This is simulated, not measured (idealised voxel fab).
Title: Process Module voxel ribs on slabs
The cross-section shown here is cut; it is 235 nm wide and divided into square cells measuring 5 nm on a side.
Cross-sections here: square-cell grids, written as top-down lists of bands, a band being one or more rows of cells. Look at the band entry: it leads with the top's height and the bottom's height in nm. Then it lists the materials left to right, with a width in nm for each. The word "edge to edge" on a single material says that material fills the band edge to edge. The word "air" is empty space. Heights are measured from 0, the level below which the as-received wafer is all one material; the lowest band has no bottom and continues downward, written as in "0 -> down". Quick explanation for "30 to 40": the width changes in equal steps down the rows of cells, from the first number in the band's top row to the second number in its bottom row. When a step is marked "nothing was modified", none of the cells in the cross-section changed during that step. Look at "Trapped voids" for the closed voids: empty spaces with no open path to the top, sized 8 cells or up. Each is width x height at distance, distance from the left edge, all nm. after a step's settings: what the simulator itself notes on the step. overlay nm: mask offset rightward from planned place, masked step; negative means leftward offset.
-- Process steps (planned)
| 1 | op RECEIVE | material Si |
| 2 | op DIRECTIONAL_DEP | material SiO2 | thk nm 30 |
| 3 | op DIRECTIONAL_DEP | material SiN | thk nm 20 |
| 4 | op PATTERN | tone cover | mask id RIB | material resist | width nm 20 | thk nm 20 | overlay nm 0 |
| 5 | op DIRECTIONAL_ETCH | etch materials SiN | depth nm 10 |
| 6 | op STRIP | etch materials resist |
| 7 | op PATTERN | tone cover | mask id SLAB | material resist | width nm 50 | thk nm 20 | overlay nm 0 |
| 8 | op DIRECTIONAL_ETCH | etch materials SiN | depth nm 10 |
| 9 | op STRIP | etch materials resist |
| 10 | op FILL_DEP | material SiO2 | thk nm 15 |
| 11 | op CMP | height nm 60 |
| 12 | op DIRECTIONAL_DEP | material TiN | thk nm 10 |
| 13 | op DIRECTIONAL_DEP | material aC | thk nm 10 |
| 14 | op PATTERN | tone cover | mask id HEATER | material resist | width nm 30 | thk nm 30 | overlay nm 0 |
| 15 | op DIRECTIONAL_ETCH | etch materials aC | depth nm 10 |
| 16 | op STRIP | etch materials resist |
| 17 | op DIRECTIONAL_ETCH | etch materials TiN | depth nm 10 |
| 18 | op STRIP | etch materials aC |
| 19 | op CONFORMAL_DEP | material SiN | thk nm 5 |
-- Incoming wafer in cross-section (state: after step 1)
0 -> down = Si edge to edge
Trapped voids: none
-- The plan above was carried out on the starting structure above with one mistake, and this cross-section shows the wafer at the end of the module
75 -> 70 = 95 of air, then 40 of SiN, then 100 of air
70 -> 65 = 95 of air, then 5 of SiN, then 30 of TiN, then 5 of SiN, then 100 of air
65 -> 60 = 100 of SiN, then 30 of TiN, then 105 of SiN
60 -> 50 = 90 of SiO2, then 50 of SiN, then 95 of SiO2
50 -> 30 = SiN edge to edge
30 -> 0 = SiO2 edge to edge
0 -> down = Si edge to edge
Trapped voids: none
Where did the run depart from the plan? step 3 from the plan got run twice
